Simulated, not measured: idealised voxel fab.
Documented hereafter: the process module known as voxel released beams.
Cross-section cut: width 210 nm, square cells of 5 nm.
Throughout this document, each cross-section is represented as a grid of square cells and is presented as a sequence of bands enumerated from the top downward, where a band comprises one or more rows of cells.
The band entry comprises the height of the band's top followed by the height of its bottom, expressed in nm, and subsequently the band's materials from left to right, each stated together with its width in nm. Where a single material is marked with the word "everywhere", that material fills the band from edge to edge. The word "blank" represents empty space.
Below 0: as-received wafer, all one material; heights counted from there. Lowest band: no bottom, goes on down, written "0 down".
Top row gets the first number, bottom row gets the second, and each row in between changes by the same step: that is how a band width like "30->40" works.
Reading "nothing different" for a step: not a cell of the cross-section changed in it.
Voids not open to the top, 8 cells minimum: see "Fully sealed cavities". Written width x height at distance; distance is from the left edge; nm.
Note: text after step settings on the step line = simulator remark on that step.
"overlay nm" answers the question of how far to the right of plan the mask lay on a step that has a mask, and when it is negative the answer is to the left.
-- Process steps - plan
- 1: op RECEIVE | material Si
- 2: op CONFORMAL_DEP | material SiN | thk nm 10
- 3: op DIRECTIONAL_DEP | material SiO2 | thk nm 15
- 4: op DIRECTIONAL_DEP | material aC | thk nm 15
- 5: op PATTERN | tone open | mask id ANCHOR | material resist | width nm 45 | thk nm 30 | overlay nm 0
- 6: op DIRECTIONAL_ETCH | etch materials aC | depth nm 15
- 7: op STRIP | etch materials resist
- 8: op DIRECTIONAL_ETCH | etch materials SiO2 | depth nm 15
- 9: op STRIP | etch materials aC
- 10: op CONFORMAL_DEP | material W | thk nm 15
- 11: op DIRECTIONAL_DEP | material aC | thk nm 15
- 12: op PATTERN | tone cover | mask id BEAM | material resist | width nm 120 | thk nm 35 | overlay nm 0
- 13: op DIRECTIONAL_ETCH | etch materials aC | depth nm 15
- 14: op STRIP | etch materials resist
- 15: op DIRECTIONAL_ETCH | etch materials W | depth nm 15
- 16: op STRIP | etch materials aC
- 17: op STRIP | etch materials SiO2
-- Cross-section: wafer on arrival = after step 1
0 down: Si everywhere
Fully sealed cavities: none
-- Looking at the first of two wafers in cross-section at end of module - ran to plan
40 to 25: blank (40) / W (20) / blank (15) / W (85) / blank (50)
25 to 10: blank (45) / W (45) / blank (120)
10 to 0: SiN everywhere
0 down: Si everywhere
Fully sealed cavities: none
-- Wafer two, end of module, cross-section. Same start, same plan as wafer one. One mistake in the run
40 to 25: blank (40) / W (120) / blank (50)
25 to 15: SiN everywhere
15 to 0: SiO2 everywhere
0 down: Si everywhere
Fully sealed cavities: none
Finding, execution versus plan: steps 2 and 3 swapped
The second wafer ends with more or fewer cells of some materials than the first, per final count: SiO2 +126 | W -18
